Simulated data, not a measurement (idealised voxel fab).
Presented below is a process module, voxel capacitor over wiring.
The cross-section shown here is cut; it is 200 nm wide and divided into square cells measuring 5 nm on a side.
Cross-section = grid of square cells, listed top down in bands; band = one or more rows. Quick guide to a band line: top height, bottom height (nm) up front; then every material left to right with its width in nm. Only one material and it's marked "full width"? Then it fills the band edge to edge. And "blank" just means empty space. Height 0 is the level under which the wafer as received is all one material. The lowest band goes on downwards, as in "0 and below". A two-number width, for instance "30->40", indicates that the width is equal to the first number in the top row of the band and to the second number in the bottom row, and that it changes by a constant amount per row of cells. "identical to before" (step): cross-section cells unchanged, all of them. In the "Completely enclosed voids" entry, you get each enclosed empty space of 8 cells or more, one with no open way to the top, written width x height at distance, distance from the left edge, in nm. On each step's line, the part that comes after the settings is the simulator's own comment on the step. When a step includes a mask, the "overlay nm" setting on its line states how far to the right of its planned place that mask lay, and negative values state how far to the left.

**The steps planned for the process are as follows**
step 1: RECEIVE | material Si
step 2: CONFORMAL_DEP | material SiO2 | thk nm 15
step 3: CONFORMAL_DEP | material SiCN | thk nm 5
step 4: DIRECTIONAL_DEP | material lowk | thk nm 20
step 5: PATTERN | tone open | mask id METAL_1 | material resist | width nm 30 | pitch nm 80 | thk nm 20 | overlay nm 0
step 6: DIRECTIONAL_ETCH | etch materials lowk | depth nm 20
step 7: DIRECTIONAL_ETCH | etch materials SiCN | depth nm 5
step 8: STRIP | etch materials resist
step 9: CONFORMAL_DEP | material TiN | thk nm 5
step 10: FILL_DEP | material Cu | thk nm 5
step 11: CMP | height nm 40
step 12: CONFORMAL_DEP | material SiCN | thk nm 5
step 13: DIRECTIONAL_DEP | material lowk | thk nm 10
step 14: MASKED_ETCH | tone open | mask id PLUG_1 | width nm 15 | etch materials lowk | depth nm 10 | overlay nm 0
step 15: MASKED_ETCH | tone open | mask id PLUG_1 | width nm 15 | etch materials SiCN | depth nm 5 | overlay nm 0
step 16: EPI | material Ru | thk nm 10
step 17: EPI | material Ru | thk nm 5
step 18: DIRECTIONAL_DEP | material TiN | thk nm 10
step 19: DIRECTIONAL_DEP | material Al2O3 | thk nm 5
step 20: DIRECTIONAL_DEP | material TiN | thk nm 5
step 21: PATTERN | tone cover | mask id UPPER_PLATE | material resist | width nm 55 | thk nm 15 | overlay nm 0
step 22: DIRECTIONAL_ETCH | etch materials TiN | depth nm 5
step 23: DIRECTIONAL_ETCH | etch materials Al2O3 | depth nm 5
step 24: STRIP | etch materials resist
step 25: MASKED_ETCH | tone cover | mask id LOWER_PLATE | width nm 65 | etch materials TiN | depth nm 10 | overlay nm 0
step 26: FILL_DEP | material SiO2 | thk nm 15
step 27: CMP | height nm 85
step 28: PATTERN | tone open | mask id PLUG_2 | material resist | width nm 15 | thk nm 15 | overlay nm 0
step 29: DIRECTIONAL_ETCH | etch materials SiO2 | depth nm 10
step 30: STRIP | etch materials resist
step 31: CONFORMAL_DEP | material TiN | thk nm 5
step 32: FILL_DEP | material W | thk nm 10
step 33: CMP | height nm 85
step 34: CONFORMAL_DEP | material SiN | thk nm 5

**First wafer of two (run as planned)**

**Received-state cross-section, reflecting completion of step 1**
* 0 and below  Si full width
* Completely enclosed voids: none

**After step 2, in cross-section**
* 15 down to 0  SiO2 full width
* Note: structure below 0 unchanged.

**After step 3, in cross-section**
* 20 down to 15  SiCN full width
* Note: structure below 15 unchanged.

**After step 4, in cross-section**
* 40 down to 20  lowk full width
* Note: structure below 20 unchanged.

**After step 5, in cross-section**
* 60 down to 40  45 nm resist, 30 nm blank, 50 nm resist, 30 nm blank, 45 nm resist
* Note: structure below 40 unchanged.

**After step 6, in cross-section**
* 60 down to 40  45 nm resist, 30 nm blank, 50 nm resist, 30 nm blank, 45 nm resist
* 40 down to 20  45 nm lowk, 30 nm blank, 50 nm lowk, 30 nm blank, 45 nm lowk
* Note: structure below 20 unchanged.

**After step 7, in cross-section**
* 60 down to 40  45 nm resist, 30 nm blank, 50 nm resist, 30 nm blank, 45 nm resist
* 40 down to 20  45 nm lowk, 30 nm blank, 50 nm lowk, 30 nm blank, 45 nm lowk
* 20 down to 15  45 nm SiCN, 30 nm blank, 50 nm SiCN, 30 nm blank, 45 nm SiCN
* Note: structure below 15 unchanged.

**After step 8, in cross-section**
* 40 down to 20  45 nm lowk, 30 nm blank, 50 nm lowk, 30 nm blank, 45 nm lowk
* Note: structure below 20 unchanged.

**After step 9, in cross-section**
* 45 down to 40  50 nm TiN, 20 nm blank, 60 nm TiN, 20 nm blank, 50 nm TiN
* 40 down to 20  45 nm lowk, 5 nm TiN, 20 nm blank, 5 nm TiN, 50 nm lowk, 5 nm TiN, 20 nm blank, 5 nm TiN, 45 nm lowk
* 20 down to 15  45 nm SiCN, 30 nm TiN, 50 nm SiCN, 30 nm TiN, 45 nm SiCN
* Note: structure below 15 unchanged.

**After step 10, in cross-section**
* 50 down to 45  Cu full width
* 45 down to 40  50 nm TiN, 20 nm Cu, 60 nm TiN, 20 nm Cu, 50 nm TiN
* 40 down to 20  45 nm lowk, 5 nm TiN, 20 nm Cu, 5 nm TiN, 50 nm lowk, 5 nm TiN, 20 nm Cu, 5 nm TiN, 45 nm lowk
* Note: structure below 20 unchanged.

**After step 11, in cross-section**
* 40 down to 20  45 nm lowk, 5 nm TiN, 20 nm Cu, 5 nm TiN, 50 nm lowk, 5 nm TiN, 20 nm Cu, 5 nm TiN, 45 nm lowk
* Note: structure below 20 unchanged.

**After step 12, in cross-section**
* 45 down to 40  SiCN full width
* Note: structure below 40 unchanged.

**After step 13, in cross-section**
* 55 down to 45  lowk full width
* Note: structure below 45 unchanged.

**After step 14, in cross-section**
* 55 down to 45  60 nm lowk, 15 nm blank, 125 nm lowk
* Note: structure below 45 unchanged.

**After step 15, in cross-section**
* 55 down to 45  60 nm lowk, 15 nm blank, 125 nm lowk
* 45 down to 40  60 nm SiCN, 15 nm blank, 125 nm SiCN
* Note: structure below 40 unchanged.

**After step 16, in cross-section**
* 55 down to 50  60 nm lowk, 15 nm blank, 125 nm lowk
* 50 down to 45  60 nm lowk, 15 nm Ru, 125 nm lowk
* 45 down to 40  60 nm SiCN, 15 nm Ru, 125 nm SiCN
* Note: structure below 40 unchanged.

**After step 17, in cross-section**
* 55 down to 45  60 nm lowk, 15 nm Ru, 125 nm lowk
* Note: structure below 45 unchanged.

**After step 18, in cross-section**
* 65 down to 55  TiN full width
* Note: structure below 55 unchanged.

**After step 19, in cross-section**
* 70 down to 65  Al2O3 full width
* Note: structure below 65 unchanged.

**After step 20, in cross-section**
* 75 down to 70  TiN full width
* Note: structure below 70 unchanged.

**After step 21, in cross-section**
* 90 down to 75  60 nm blank, 55 nm resist, 85 nm blank
* Note: structure below 75 unchanged.

**After step 22, in cross-section**
* 90 down to 75  60 nm blank, 55 nm resist, 85 nm blank
* 75 down to 70  60 nm blank, 55 nm TiN, 85 nm blank
* Note: structure below 70 unchanged.

**After step 23, in cross-section**
* 90 down to 75  60 nm blank, 55 nm resist, 85 nm blank
* 75 down to 70  60 nm blank, 55 nm TiN, 85 nm blank
* 70 down to 65  60 nm blank, 55 nm Al2O3, 85 nm blank
* Note: structure below 65 unchanged.

**After step 24, in cross-section**
* 75 down to 70  60 nm blank, 55 nm TiN, 85 nm blank
* Note: structure below 70 unchanged.

**After step 25, in cross-section**
* 75 down to 70  60 nm blank, 55 nm TiN, 85 nm blank
* 70 down to 65  60 nm blank, 55 nm Al2O3, 85 nm blank
* 65 down to 55  55 nm blank, 65 nm TiN, 80 nm blank
* Note: structure below 55 unchanged.

**After step 26, in cross-section**
* 90 down to 75  SiO2 full width
* 75 down to 70  60 nm SiO2, 55 nm TiN, 85 nm SiO2
* 70 down to 65  60 nm SiO2, 55 nm Al2O3, 85 nm SiO2
* 65 down to 55  55 nm SiO2, 65 nm TiN, 80 nm SiO2
* Note: structure below 55 unchanged.

**After step 27, in cross-section**
* 85 down to 75  SiO2 full width
* Note: structure below 75 unchanged.

**After step 28, in cross-section**
* 100 down to 85  70 nm resist, 15 nm blank, 115 nm resist
* Note: structure below 85 unchanged.

**After step 29, in cross-section**
* 100 down to 85  70 nm resist, 15 nm blank, 115 nm resist
* 85 down to 75  70 nm SiO2, 15 nm blank, 115 nm SiO2
* Note: structure below 75 unchanged.

**After step 30, in cross-section**
* 85 down to 75  70 nm SiO2, 15 nm blank, 115 nm SiO2
* Note: structure below 75 unchanged.

**After step 31, in cross-section**
* 90 down to 85  75 nm TiN, 5 nm blank, 120 nm TiN
* 85 down to 80  70 nm SiO2, 5 nm TiN, 5 nm blank, 5 nm TiN, 115 nm SiO2
* 80 down to 70  70->60 nm SiO2, 15->55 nm TiN, 115->85 nm SiO2
* Note: structure below 70 unchanged.

**After step 32, in cross-section**
* 100 down to 90  W full width
* 90 down to 85  75 nm TiN, 5 nm W, 120 nm TiN
* 85 down to 80  70 nm SiO2, 5 nm TiN, 5 nm W, 5 nm TiN, 115 nm SiO2
* Note: structure below 80 unchanged.

**After step 33, in cross-section**
* 85 down to 80  70 nm SiO2, 5 nm TiN, 5 nm W, 5 nm TiN, 115 nm SiO2
* Note: structure below 80 unchanged.

**After step 34, in cross-section**
* 90 down to 85  SiN full width
* Note: structure below 85 unchanged.

**Wafer two of the pair: same origin, same plan, one error during the run; identical to wafer one up to and including step 18**

Second wafer, sectioned view, at step 19's planned end time: identical to before

**Second wafer, sectioned view, at step 20's planned end time**
* 70 down to 55  TiN full width
* Note: structure below 55 unchanged.

**Second wafer, sectioned view, at step 21's planned end time**
* 85 down to 70  60 nm blank, 55 nm resist, 85 nm blank
* Note: structure below 70 unchanged.

**Second wafer, sectioned view, at step 22's planned end time**
* 85 down to 70  60 nm blank, 55 nm resist, 85 nm blank
* 70 down to 65  60 nm blank, 55 nm TiN, 85 nm blank
* Note: structure below 65 unchanged.

Second wafer, sectioned view, at step 23's planned end time: identical to before

**Second wafer, sectioned view, at step 24's planned end time**
* 70 down to 65  60 nm blank, 55 nm TiN, 85 nm blank
* Note: structure below 65 unchanged.

**Second wafer, sectioned view, at step 25's planned end time**
* 70 down to 65  60 nm blank, 55 nm TiN, 85 nm blank
* 65 down to 55  55 nm blank, 65 nm TiN, 80 nm blank
* Note: structure below 55 unchanged.

**Second wafer, sectioned view, at step 26's planned end time**
* 85 down to 70  SiO2 full width
* 70 down to 65  60 nm SiO2, 55 nm TiN, 85 nm SiO2
* 65 down to 55  55 nm SiO2, 65 nm TiN, 80 nm SiO2
* Note: structure below 55 unchanged.

Second wafer, sectioned view, at step 27's planned end time: identical to before

**Second wafer, sectioned view, at step 28's planned end time**
* 100 down to 85  70 nm resist, 15 nm blank, 115 nm resist
* Note: structure below 85 unchanged.

**Second wafer, sectioned view, at step 29's planned end time**
* 100 down to 85  70 nm resist, 15 nm blank, 115 nm resist
* 85 down to 75  70 nm SiO2, 15 nm blank, 115 nm SiO2
* Note: structure below 75 unchanged.

**Second wafer, sectioned view, at step 30's planned end time**
* 85 down to 75  70 nm SiO2, 15 nm blank, 115 nm SiO2
* Note: structure below 75 unchanged.

**Second wafer, sectioned view, at step 31's planned end time**
* 90 down to 85  75 nm TiN, 5 nm blank, 120 nm TiN
* 85 down to 80  70 nm SiO2, 5 nm TiN, 5 nm blank, 5 nm TiN, 115 nm SiO2
* 80 down to 75  70 nm SiO2, 15 nm TiN, 115 nm SiO2
* Note: structure below 75 unchanged.

**Second wafer, sectioned view, at step 32's planned end time**
* 100 down to 90  W full width
* 90 down to 85  75 nm TiN, 5 nm W, 120 nm TiN
* 85 down to 80  70 nm SiO2, 5 nm TiN, 5 nm W, 5 nm TiN, 115 nm SiO2
* Note: structure below 80 unchanged.

**Second wafer, sectioned view, at step 33's planned end time**
* 85 down to 80  70 nm SiO2, 5 nm TiN, 5 nm W, 5 nm TiN, 115 nm SiO2
* Note: structure below 80 unchanged.

**Second wafer, sectioned view, at step 34's planned end time**
* 90 down to 85  SiN full width
* Note: structure below 85 unchanged.
What went wrong in running the wafer? with respect to the plan, step 19 was omitted and not executed
The final cell counts differ between the wafers, with the second having more or fewer of some materials than the first: 11 fewer of Al2O3; 11 more of SiO2
